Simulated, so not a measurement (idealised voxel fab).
process module | voxel wiring stack
cross-section cut | 230 nm wide | cells 5 nm
A cross-section is a grid of square cells, given in bands from the top down. A band is one or more rows of cells.
Each band's line starts with the height of the band's top and of its bottom, in nm. Then come its materials from left to right, each with its width in nm. One material with "throughout" fills the band from edge to edge. "air" is empty space.
Height 0 is the level under which the wafer as received is all one material. The lowest band goes on downwards, as in "0 down".
A width such as "30 to 40" changes by the same amount from each row of cells to the next, from the band's top row to its bottom row.
"no change" after a step means that no cell of the cross-section changed.
closed voids: empty space of 8 cells or more with no open way to the top, each as width x height at its distance from the left edge, in nm
after a step's settings: what the simulator itself notes on the step
overlay nm, on a step with a mask: how far to the right of its planned place the mask lay; to the left if negative
plan
1 op RECEIVE | material Si
2 op CONFORMAL_DEP | material SiO2 | thk nm 15
3 op CONFORMAL_DEP | material SiCN | thk nm 5
4 op DIRECTIONAL_DEP | material SiO2 | thk nm 25
5 op DIRECTIONAL_DEP | material aC | thk nm 10
6 op PATTERN | tone open | mask id METAL_1 | material resist | width nm 25 | pitch nm 50 | thk nm 25 | overlay nm 0
7 op DIRECTIONAL_ETCH | etch materials aC | depth nm 10
8 op STRIP | etch materials resist
9 op DIRECTIONAL_ETCH | etch materials SiO2 | depth nm 25
10 op DIRECTIONAL_ETCH | etch materials SiCN | depth nm 5
11 op STRIP | etch materials aC
12 op CONFORMAL_DEP | material TiN | thk nm 5
13 op FILL_DEP | material W | thk nm 5
14 op CMP | height nm 45
15 op CONFORMAL_DEP | material SiCN | thk nm 5
16 op DIRECTIONAL_DEP | material lowk | thk nm 15
17 op DIRECTIONAL_DEP | material aC | thk nm 15
18 op PATTERN | tone open | mask id PLUG_1 | material resist | width nm 15 | pitch nm 100 | thk nm 35 | overlay nm 0
19 op DIRECTIONAL_ETCH | etch materials aC | depth nm 15
20 op STRIP | etch materials resist
21 op DIRECTIONAL_ETCH | etch materials lowk | depth nm 15
22 op DIRECTIONAL_ETCH | etch materials SiCN | depth nm 5
23 op STRIP | etch materials aC
24 op EPI | material Ru | thk nm 10
25 op EPI | material Ru | thk nm 10
26 op CONFORMAL_DEP | material SiN | thk nm 5
27 op DIRECTIONAL_DEP | material SiO2 | thk nm 20
28 op MASKED_ETCH | tone open | mask id METAL_2 | width nm 25 | pitch nm 50 | etch materials SiO2 | depth nm 20 | overlay nm 0
29 op MASKED_ETCH | tone open | mask id METAL_2 | width nm 25 | pitch nm 50 | etch materials SiN | depth nm 5 | overlay nm 0
30 op CONFORMAL_DEP | material TiN | thk nm 5
31 op FILL_DEP | material Cu | thk nm 10
32 op CMP | height nm 90
33 op CONFORMAL_DEP | material SiCN | thk nm 5
34 op DIRECTIONAL_DEP | material SiO2 | thk nm 10
35 op DIRECTIONAL_DEP | material aC | thk nm 15
36 op PATTERN | tone open | mask id PLUG_2 | material resist | width nm 15 | pitch nm 100 | thk nm 30 | overlay nm 0
37 op DIRECTIONAL_ETCH | etch materials aC | depth nm 15
38 op STRIP | etch materials resist
39 op DIRECTIONAL_ETCH | etch materials SiO2 | depth nm 10
40 op DIRECTIONAL_ETCH | etch materials SiCN | depth nm 5
41 op STRIP | etch materials aC
42 op CONFORMAL_DEP | material TiN | thk nm 5
43 op FILL_DEP | material Ru | thk nm 5
44 op CMP | height nm 105
45 op DIRECTIONAL_DEP | material TiN | thk nm 5
46 op DIRECTIONAL_DEP | material Ru | thk nm 25
47 op DIRECTIONAL_DEP | material aC | thk nm 10
48 op PATTERN | tone cover | mask id METAL_3 | material resist | width nm 25 | pitch nm 50 | thk nm 30 | overlay nm 0
49 op DIRECTIONAL_ETCH | etch materials aC | depth nm 10
50 op STRIP | etch materials resist
51 op DIRECTIONAL_ETCH | etch materials Ru | depth nm 25
52 op DIRECTIONAL_ETCH | etch materials TiN | depth nm 5
53 op STRIP | etch materials aC
54 op CONFORMAL_DEP | material SiCN | thk nm 5
55 op FILL_DEP | material SiO2 | thk nm 10
56 op CMP | height nm 135
57 op CONFORMAL_DEP | material SiCN | thk nm 5
58 op DIRECTIONAL_DEP | material lowk | thk nm 10
59 op PATTERN | tone open | mask id PLUG_3 | material resist | width nm 15 | pitch nm 100 | thk nm 20 | overlay nm 0
60 op DIRECTIONAL_ETCH | etch materials lowk | depth nm 10
61 op DIRECTIONAL_ETCH | etch materials SiCN | depth nm 5
62 op STRIP | etch materials resist
63 op CONFORMAL_DEP | material TiN | thk nm 5
64 op FILL_DEP | material Ru | thk nm 5
65 op CMP | height nm 150
66 op DIRECTIONAL_DEP | material TiN | thk nm 5
67 op DIRECTIONAL_DEP | material W | thk nm 20
68 op PATTERN | tone cover | mask id METAL_4 | material resist | width nm 25 | pitch nm 50 | thk nm 20 | overlay nm 0
69 op DIRECTIONAL_ETCH | etch materials W | depth nm 20
70 op DIRECTIONAL_ETCH | etch materials TiN | depth nm 5
71 op STRIP | etch materials resist
72 op FILL_DEP | material SiO2 | thk nm 5
73 op CMP | height nm 175
74 op CONFORMAL_DEP | material SiN | thk nm 5
as received, after step 1
  0 down: Si throughout
  closed voids: none
first wafer at the end, as planned
  180 to 175: SiN throughout
  175 to 155: SiO2 25 | W 25 | SiO2 25 | W 25 | SiO2 25 | W 25 | SiO2 25 | W 25 | SiO2 30
  155 to 150: SiO2 25 | TiN 25 | SiO2 25 | TiN 25 | SiO2 25 | TiN 25 | SiO2 25 | TiN 25 | SiO2 30
  150 to 140: lowk 25 | TiN 5 | Ru 5 | TiN 5 | lowk 85 | TiN 5 | Ru 5 | TiN 5 | lowk 90
  140 to 135: SiCN 25 | TiN 15 | SiCN 85 | TiN 15 | SiCN 90
  135 to 110: SiO2 20 | SiCN 5 | Ru 25 | SiCN 5 | SiO2 15 | SiCN 5 | Ru 25 | SiCN 5 | SiO2 15 | SiCN 5 | Ru 25 | SiCN 5 | SiO2 15 | SiCN 5 | Ru 25 | SiCN 5 | SiO2 25
  110 to 105: SiCN 25 | TiN 25 | SiCN 25 | TiN 25 | SiCN 25 | TiN 25 | SiCN 25 | TiN 25 | SiCN 30
  105 to 95: SiO2 25 | TiN 5 | Ru 5 | TiN 5 | SiO2 85 | TiN 5 | Ru 5 | TiN 5 | SiO2 90
  95 to 90: SiCN 25 | TiN 15 | SiCN 85 | TiN 15 | SiCN 90
  90 to 70: SiO2 25 | TiN 5 | Cu 15 | TiN 5 | SiO2 25 | TiN 5 | Cu 15 | TiN 5 | SiO2 25 | TiN 5 | Cu 15 | TiN 5 | SiO2 25 | TiN 5 | Cu 15 | TiN 5 | SiO2 30
  70 to 65: SiN 25 | TiN 25 | SiN 25 | TiN 25 | SiN 25 | TiN 25 | SiN 25 | TiN 25 | SiN 30
  65 to 50: lowk 25 | Ru 15 | lowk 85 | Ru 15 | lowk 90
  50 to 45: SiCN 25 | Ru 15 | SiCN 85 | Ru 15 | SiCN 90
  45 to 20: SiO2 25 | TiN 5 | W 15 | TiN 5 | SiO2 25 | TiN 5 | W 15 | TiN 5 | SiO2 25 | TiN 5 | W 15 | TiN 5 | SiO2 25 | TiN 5 | W 15 | TiN 5 | SiO2 30
  20 to 15: SiCN 25 | TiN 25 | SiCN 25 | TiN 25 | SiCN 25 | TiN 25 | SiCN 25 | TiN 25 | SiCN 30
  15 to 0: SiO2 throughout
  0 down: Si throughout
  closed voids: none
second wafer at the end: like start, like plan, one mistake
  180 to 175: SiN throughout
  175 to 155: SiO2 25 | W 25 | SiO2 25 | W 25 | SiO2 25 | W 25 | SiO2 25 | W 25 | SiO2 30
  155 to 150: SiO2 25 | TiN 25 | SiO2 25 | TiN 25 | SiO2 25 | TiN 25 | SiO2 25 | TiN 25 | SiO2 30
  150 to 140: Ru 20 | TiN 5 | lowk 15 | TiN 5 | Ru 75 | TiN 5 | lowk 15 | TiN 5 | Ru 85
  140 to 135: TiN 25 | SiCN 15 | TiN 85 | SiCN 15 | TiN 90
  135 to 110: SiO2 20 | SiCN 5 | Ru 25 | SiCN 5 | SiO2 15 | SiCN 5 | Ru 25 | SiCN 5 | SiO2 15 | SiCN 5 | Ru 25 | SiCN 5 | SiO2 15 | SiCN 5 | Ru 25 | SiCN 5 | SiO2 25
  110 to 105: SiCN 25 | TiN 25 | SiCN 25 | TiN 25 | SiCN 25 | TiN 25 | SiCN 25 | TiN 25 | SiCN 30
  105 to 95: SiO2 25 | TiN 5 | Ru 5 | TiN 5 | SiO2 85 | TiN 5 | Ru 5 | TiN 5 | SiO2 90
  95 to 90: SiCN 25 | TiN 15 | SiCN 85 | TiN 15 | SiCN 90
  90 to 70: SiO2 25 | TiN 5 | Cu 15 | TiN 5 | SiO2 25 | TiN 5 | Cu 15 | TiN 5 | SiO2 25 | TiN 5 | Cu 15 | TiN 5 | SiO2 25 | TiN 5 | Cu 15 | TiN 5 | SiO2 30
  70 to 65: SiN 25 | TiN 25 | SiN 25 | TiN 25 | SiN 25 | TiN 25 | SiN 25 | TiN 25 | SiN 30
  65 to 50: lowk 25 | Ru 15 | lowk 85 | Ru 15 | lowk 90
  50 to 45: SiCN 25 | Ru 15 | SiCN 85 | Ru 15 | SiCN 90
  45 to 20: SiO2 25 | TiN 5 | W 15 | TiN 5 | SiO2 25 | TiN 5 | W 15 | TiN 5 | SiO2 25 | TiN 5 | W 15 | TiN 5 | SiO2 25 | TiN 5 | W 15 | TiN 5 | SiO2 30
  20 to 15: SiCN 25 | TiN 25 | SiCN 25 | TiN 25 | SiCN 25 | TiN 25 | SiCN 25 | TiN 25 | SiCN 30
  15 to 0: SiO2 throughout
  0 down: Si throughout
  closed voids: none
what went wrong: step 59 ran as: op PATTERN | tone cover | mask id PLUG_3 | material resist | width nm 15 | pitch nm 100 | thk nm 20 | overlay nm 0
at the end the second wafer has, in cells: 68 more of Ru | 34 fewer of SiCN | 34 more of TiN | 68 fewer of lowk
